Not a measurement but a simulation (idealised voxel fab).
The following is a process module called voxel transistor to metal.
Square cells of 5 nm make up the cross-section cut, whose width is 295 nm.
Reading order for cross-sections: top band down to bottom band. Underlying form: a grid of square cells. Band size: one or more rows of cells. Heights first: top, then bottom, in nm. Then materials, left to right, each with a width in nm. "everywhere" on a single material: fills the band edge to edge. "air": empty space. Convention: height 0 is the level below which the wafer, as received, is all one material. The lowest band does not terminate at the bottom but continues downward, represented as "0 nm and below". With a width like "30 to 40", each row of cells in the band differs from the next by the same amount, the top row carrying the first number and the bottom row the second. Step marked "no change"? Then no cell in the cross-section changed in it. So "Unvented internal voids" is basically the list of trapped voids: any empty space of 8 cells or more that can't reach the top through an opening. They're written width x height at distance, the distance being from the left edge, and it's all nm. On each step's line, the part that comes after the settings is the simulator's own comment on the step. Steps that use a mask can have "overlay nm" on their line. It says how far the mask sat to the right of where it was meant to be. Negative means to the left.

Process steps - plan:
step 1: op RECEIVE | material Si
step 2: op OXIDIZE | depth nm 5
step 3: op CONFORMAL_DEP | material SiN | thk nm 10
step 4: op PATTERN | tone cover | mask id ACTIVE | material resist | width nm 110 | pitch nm 130 | thk nm 15 | overlay nm 0
step 5: op DIRECTIONAL_ETCH | etch materials SiN | depth nm 10
step 6: op DIRECTIONAL_ETCH | etch materials SiO2 | depth nm 5
step 7: op DIRECTIONAL_ETCH | etch materials Si | depth nm 35
step 8: op STRIP | etch materials resist
step 9: op FILL_DEP | material SiO2 | thk nm 5
step 10: op CMP | height nm 10
step 11: op SELECTIVE_ETCH | etch materials SiO2 | depth nm 10
step 12: op STRIP | etch materials SiN
step 13: op SELECTIVE_ETCH | etch materials SiO2 | depth nm 5
step 14: op OXIDIZE | depth nm 5
step 15: op DIRECTIONAL_DEP | material polySi | thk nm 25
step 16: op DIRECTIONAL_DEP | material SiCN | thk nm 10
step 17: op MASKED_ETCH | tone cover | mask id GATE | width nm 30 | pitch nm 130 | etch materials SiCN | depth nm 20 | overlay nm 0
step 18: op MASKED_ETCH | tone cover | mask id GATE | width nm 30 | pitch nm 130 | etch materials polySi | depth nm 35 | overlay nm 0
step 19: op CONFORMAL_DEP | material SiN | thk nm 5
step 20: op DIRECTIONAL_ETCH | etch materials SiN | depth nm 5
step 21: op DIRECTIONAL_ETCH | etch materials SiO2 | depth nm 5
step 22: op DIRECTIONAL_ETCH | etch materials Si | depth nm 15
step 23: op EPI | material nSi | thk nm 15
step 24: op FILL_DEP | material SiO2 | thk nm 10
step 25: op CMP | height nm 20
step 26: op STRIP | etch materials polySi
step 27: op SELECTIVE_ETCH | etch materials SiO2 | depth nm 5
step 28: op CONFORMAL_DEP | material HfO2 | thk nm 5
step 29: op CONFORMAL_DEP | material TiN | thk nm 5
step 30: op FILL_DEP | material W | thk nm 5
step 31: op CMP | height nm 15
step 32: op DIRECTIONAL_DEP | material SiO2 | thk nm 15
step 33: op PATTERN | tone open | mask id CONTACT | material resist | width nm 15 | thk nm 20 | overlay nm 0
step 34: op DIRECTIONAL_ETCH | etch materials SiO2 | depth nm 40
step 35: op STRIP | etch materials resist
step 36: op CONFORMAL_DEP | material TiN | thk nm 5
step 37: op FILL_DEP | material Ru | thk nm 10
step 38: op CMP | height nm 30
step 39: op DIRECTIONAL_DEP | material TiN | thk nm 5
step 40: op DIRECTIONAL_DEP | material W | thk nm 15
step 41: op PATTERN | tone cover | mask id METAL_1 | material resist | width nm 15 | thk nm 20 | overlay nm 0
step 42: op DIRECTIONAL_ETCH | etch materials W | depth nm 15
step 43: op DIRECTIONAL_ETCH | etch materials TiN | depth nm 5
step 44: op STRIP | etch materials resist
step 45: op CONFORMAL_DEP | material SiCN | thk nm 5
step 46: op FILL_DEP | material lowk | thk nm 10
step 47: op CMP | height nm 50
step 48: op CONFORMAL_DEP | material SiCN | thk nm 5
Wafer-to-wafer difference: depth nm, step 27. Common start. Plan = first wafer's value.

First of several wafers (as received, post step 1), cross-sectional view:
- 0 nm and below  Si everywhere
- Unvented internal voids: none

Last step of the module is step 48; after it, the first of several wafers in cross-section:
- 55 nm to 50 nm  SiCN everywhere
- 50 nm to 35 nm  lowk 30 nm / SiCN 5 nm / W 15 nm / SiCN 5 nm / lowk 50 nm / SiCN 5 nm / W 15 nm / SiCN 5 nm / lowk 30 nm / SiCN 5 nm / W 15 nm / SiCN 5 nm / lowk 50 nm / SiCN 5 nm / W 15 nm / SiCN 5 nm / lowk 35 nm
- 35 nm to 30 nm  SiCN 35 nm / TiN 15 nm / SiCN 60 nm / TiN 15 nm / SiCN 40 nm / TiN 15 nm / SiCN 60 nm / TiN 15 nm / SiCN 40 nm
- 30 nm to 15 nm  SiO2 35 nm / TiN 5 nm / Ru 5 nm / TiN 5 nm / SiO2 60 nm / TiN 5 nm / Ru 5 nm / TiN 5 nm / SiO2 40 nm / TiN 5 nm / Ru 5 nm / TiN 5 nm / SiO2 60 nm / TiN 5 nm / Ru 5 nm / TiN 5 nm / SiO2 40 nm
- 15 nm to 10 nm  SiO2 35 nm / TiN 5 nm / Ru 5 nm / TiN 5 nm / SiO2 10 nm / SiN 5 nm / HfO2 5 nm / TiN 5 nm / W 10 nm / TiN 5 nm / HfO2 5 nm / SiN 5 nm / SiO2 10 nm / TiN 5 nm / Ru 5 nm / TiN 5 nm / SiO2 40 nm / TiN 5 nm / Ru 5 nm / TiN 5 nm / SiO2 10 nm / SiN 5 nm / HfO2 5 nm / TiN 5 nm / W 10 nm / TiN 5 nm / HfO2 5 nm / SiN 5 nm / SiO2 10 nm / TiN 5 nm / Ru 5 nm / TiN 5 nm / SiO2 40 nm
- 10 nm to 5 nm  SiO2 35 nm / TiN 15 nm / SiO2 10 nm / SiN 5 nm / HfO2 5 nm / TiN 5 nm / W 10 nm / TiN 5 nm / HfO2 5 nm / SiN 5 nm / SiO2 10 nm / TiN 15 nm / SiO2 40 nm / TiN 15 nm / SiO2 10 nm / SiN 5 nm / HfO2 5 nm / TiN 5 nm / W 10 nm / TiN 5 nm / HfO2 5 nm / SiN 5 nm / SiO2 10 nm / TiN 15 nm / SiO2 40 nm
- 5 nm to 0 nm  SiO2 35 nm / TiN 10 nm / nSi 15 nm / SiN 5 nm / HfO2 5 nm / TiN 5 nm / W 10 nm / TiN 5 nm / HfO2 5 nm / SiN 5 nm / nSi 15 nm / TiN 10 nm / SiO2 40 nm / TiN 10 nm / nSi 15 nm / SiN 5 nm / HfO2 5 nm / TiN 5 nm / W 10 nm / TiN 5 nm / HfO2 5 nm / SiN 5 nm / nSi 15 nm / TiN 10 nm / SiO2 40 nm
- 0 nm to -5 nm  SiO2 35 nm / TiN 10 nm / nSi 15 nm / SiN 5 nm / HfO2 5 nm / TiN 20 nm / HfO2 5 nm / SiN 5 nm / nSi 15 nm / TiN 10 nm / SiO2 40 nm / TiN 10 nm / nSi 15 nm / SiN 5 nm / HfO2 5 nm / TiN 20 nm / HfO2 5 nm / SiN 5 nm / nSi 15 nm / TiN 10 nm / SiO2 40 nm
- -5 nm to -10 nm  SiO2 35 nm / TiN 10 nm / nSi 15 nm / HfO2 40 nm / nSi 15 nm / TiN 10 nm / SiO2 40 nm / TiN 10 nm / nSi 15 nm / HfO2 40 nm / nSi 15 nm / TiN 10 nm / SiO2 40 nm
- -10 nm to -25 nm  SiO2 25 nm / nSi 35 nm / Si 40 nm / nSi 35 nm / SiO2 20 nm / nSi 35 nm / Si 40 nm / nSi 35 nm / SiO2 30 nm
- -25 nm to -40 nm  SiO2 25 nm / Si 110 nm / SiO2 20 nm / Si 110 nm / SiO2 30 nm
- -40 nm and below  Si everywhere
- Unvented internal voids: none

Final wafer of several, shown in cross-section at the end of the module:
- 55 nm to 50 nm  SiCN everywhere
- 50 nm to 35 nm  lowk 30 nm / SiCN 5 nm / W 15 nm / SiCN 5 nm / lowk 50 nm / SiCN 5 nm / W 15 nm / SiCN 5 nm / lowk 30 nm / SiCN 5 nm / W 15 nm / SiCN 5 nm / lowk 50 nm / SiCN 5 nm / W 15 nm / SiCN 5 nm / lowk 35 nm
- 35 nm to 30 nm  SiCN 35 nm / TiN 15 nm / SiCN 60 nm / TiN 15 nm / SiCN 40 nm / TiN 15 nm / SiCN 60 nm / TiN 15 nm / SiCN 40 nm
- 30 nm to 20 nm  SiO2 35 nm / TiN 5 nm / Ru 5 nm / TiN 5 nm / SiO2 60 nm / TiN 5 nm / Ru 5 nm / TiN 5 nm / SiO2 40 nm / TiN 5 nm / Ru 5 nm / TiN 5 nm / SiO2 60 nm / TiN 5 nm / Ru 5 nm / TiN 5 nm / SiO2 40 nm
- 20 nm to 15 nm  SiO2 35 nm / TiN 15 nm / SiO2 60 nm / TiN 15 nm / SiO2 40 nm / TiN 15 nm / SiO2 60 nm / TiN 15 nm / SiO2 40 nm
- 15 nm to 10 nm  W 35 nm / TiN 20 nm / HfO2 5 nm / SiN 5 nm / HfO2 5 nm / TiN 5 nm / W 10 nm / TiN 5 nm / HfO2 5 nm / SiN 5 nm / HfO2 5 nm / TiN 20 nm / W 40 nm / TiN 20 nm / HfO2 5 nm / SiN 5 nm / HfO2 5 nm / TiN 5 nm / W 10 nm / TiN 5 nm / HfO2 5 nm / SiN 5 nm / HfO2 5 nm / TiN 20 nm / W 40 nm
- 10 nm to 5 nm  TiN 40 nm / HfO2 20 nm / SiN 5 nm / HfO2 5 nm / TiN 5 nm / W 10 nm / TiN 5 nm / HfO2 5 nm / SiN 5 nm / HfO2 20 nm / TiN 50 nm / HfO2 20 nm / SiN 5 nm / HfO2 5 nm / TiN 5 nm / W 10 nm / TiN 5 nm / HfO2 5 nm / SiN 5 nm / HfO2 20 nm / TiN 45 nm
- 5 nm to 0 nm  HfO2 45 nm / nSi 15 nm / SiN 5 nm / HfO2 5 nm / TiN 5 nm / W 10 nm / TiN 5 nm / HfO2 5 nm / SiN 5 nm / nSi 15 nm / HfO2 60 nm / nSi 15 nm / SiN 5 nm / HfO2 5 nm / TiN 5 nm / W 10 nm / TiN 5 nm / HfO2 5 nm / SiN 5 nm / nSi 15 nm / HfO2 50 nm
- 0 nm to -5 nm  SiO2 45 nm / nSi 15 nm / SiN 5 nm / HfO2 5 nm / TiN 20 nm / HfO2 5 nm / SiN 5 nm / nSi 15 nm / SiO2 60 nm / nSi 15 nm / SiN 5 nm / HfO2 5 nm / TiN 20 nm / HfO2 5 nm / SiN 5 nm / nSi 15 nm / SiO2 50 nm
- -5 nm to -10 nm  SiO2 45 nm / nSi 15 nm / HfO2 40 nm / nSi 15 nm / SiO2 60 nm / nSi 15 nm / HfO2 40 nm / nSi 15 nm / SiO2 50 nm
- -10 nm to -25 nm  SiO2 25 nm / nSi 35 nm / Si 40 nm / nSi 35 nm / SiO2 20 nm / nSi 35 nm / Si 40 nm / nSi 35 nm / SiO2 30 nm
- -25 nm to -40 nm  SiO2 25 nm / Si 110 nm / SiO2 20 nm / Si 110 nm / SiO2 30 nm
- -40 nm and below  Si everywhere
- Unvented internal voids: none

Tabulated below, wafer by wafer, are the end-of-module results: for each material, the number of cells gained (+) or lost (-) relative to the as-received state, followed by the closed voids:
depth nm 5, +32 HfO2, +16 Ru, -292 Si, +130 SiCN, +16 SiN, +362 SiO2, +100 TiN, +48 W, +117 lowk, +120 nSi, Unvented internal voids: none
depth nm 10, +75 HfO2, +8 Ru, -292 Si, +130 SiCN, +16 SiN, +367 SiO2, +60 TiN, +48 W, +117 lowk, +120 nSi, Unvented internal voids: none
depth nm 15, +79 HfO2, +8 Ru, -292 Si, +130 SiCN, +16 SiN, +324 SiO2, +99 TiN, +48 W, +117 lowk, +120 nSi, Unvented internal voids: none
depth nm 20, +83 HfO2, +8 Ru, -292 Si, +130 SiCN, +16 SiN, +293 SiO2, +103 TiN, +71 W, +117 lowk, +120 nSi, Unvented internal voids: none
